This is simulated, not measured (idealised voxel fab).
The process module that follows is named voxel self aligned vias.
The figure presents cross-section cut, which has a width of 205 nm and is divided into square cells with an edge length of 5 nm.
Format of a cross-section: grid, square cells. Given as bands. Order: top down. Band: one or more rows of cells.
Within each band entry, the heights of the top and of the bottom of the band appear first, in that order and in nm; the materials of the band then follow from left to right, each with its corresponding width in nm. The designation "throughout" on a single material indicates that it fills the band from edge to edge; the designation "empty" indicates empty space.
It should be noted that heights are counted from 0, beneath which the wafer as supplied is of one material throughout, and that the lowest band possesses no lower boundary but continues downward, as written in "0 nm and below".
Width: "30 to 40" (first number = top row, second number = bottom row, same change from row to row of cells).
Where a step carries "remains unaltered", the cross-section came out of it unchanged, cell for cell.
What "Non-vented voids" gives you is every empty space of 8 cells or more that is cut off from the top. Each appears as width x height at distance, with the distance taken from the left edge and width, height and distance all in nm.
If you see something after the settings on a step's line, that's the simulator's own remark about that step.
overlay nm: how far to the right of its planned place the mask lay on this masked step (negative: to the left).

[Planned process steps]
- 1: op RECEIVE | material Si
- 2: op CONFORMAL_DEP | material SiO2 | thk nm 15
- 3: op CONFORMAL_DEP | material SiCN | thk nm 5
- 4: op DIRECTIONAL_DEP | material SiO2 | thk nm 25
- 5: op MASKED_ETCH | tone open | mask id LINES | width nm 20 | pitch nm 70 | etch materials SiO2 | depth nm 25 | overlay nm 0
- 6: op CONFORMAL_DEP | material TiN | thk nm 5
- 7: op FILL_DEP | material W | thk nm 10
- 8: op CMP | height nm 45
- 9: op SELECTIVE_ETCH | etch materials W Ru TiN | depth nm 5
- 10: op FILL_DEP | material SiN | thk nm 5
- 11: op CMP | height nm 45
- 12: op DIRECTIONAL_DEP | material SiO2 | thk nm 15
- 13: op PATTERN | tone open | mask id VIAS | material resist | width nm 40 | thk nm 20 | overlay nm 0
- 14: op DIRECTIONAL_ETCH | etch materials SiO2 | depth nm 15
- 15: op DIRECTIONAL_ETCH | etch materials SiN | depth nm 5
- 16: op STRIP | etch materials resist
- 17: op CONFORMAL_DEP | material TiN | thk nm 5
- 18: op FILL_DEP | material W | thk nm 5
- 19: op CMP | height nm 60
- 20: op CONFORMAL_DEP | material SiN | thk nm 5

[Wafer as received: cross-section following step 1]
- 0 nm and below = Si throughout
- Non-vented voids: none

[Wafer at module end, in section. Began as above, planned as above, run with one mistake]
- 65 nm to 60 nm = SiN throughout
- 60 nm to 50 nm = SiO2 40 / TiN 5 / W 30 / TiN 5 / SiO2 125
- 50 nm to 45 nm = SiO2 40 / TiN 20 / W 10 / TiN 10 / SiO2 125
- 45 nm to 40 nm = SiO2 55 / TiN 20 / SiO2 50 / SiN 20 / SiO2 60
- 40 nm to 25 nm = SiO2 55 / TiN 5 / W 10 / TiN 5 / SiO2 50 / TiN 5 / W 10 / TiN 5 / SiO2 60
- 25 nm to 20 nm = SiO2 55 / TiN 20 / SiO2 50 / TiN 20 / SiO2 60
- 20 nm to 15 nm = SiCN throughout
- 15 nm to 0 nm = SiO2 throughout
- 0 nm and below = Si throughout
- Non-vented voids: none
Misprocessing identified: step 13, actual vs plan mismatch, actual run op PATTERN | tone open | mask id VIAS | material resist | width nm 40 | thk nm 20 | overlay nm -5
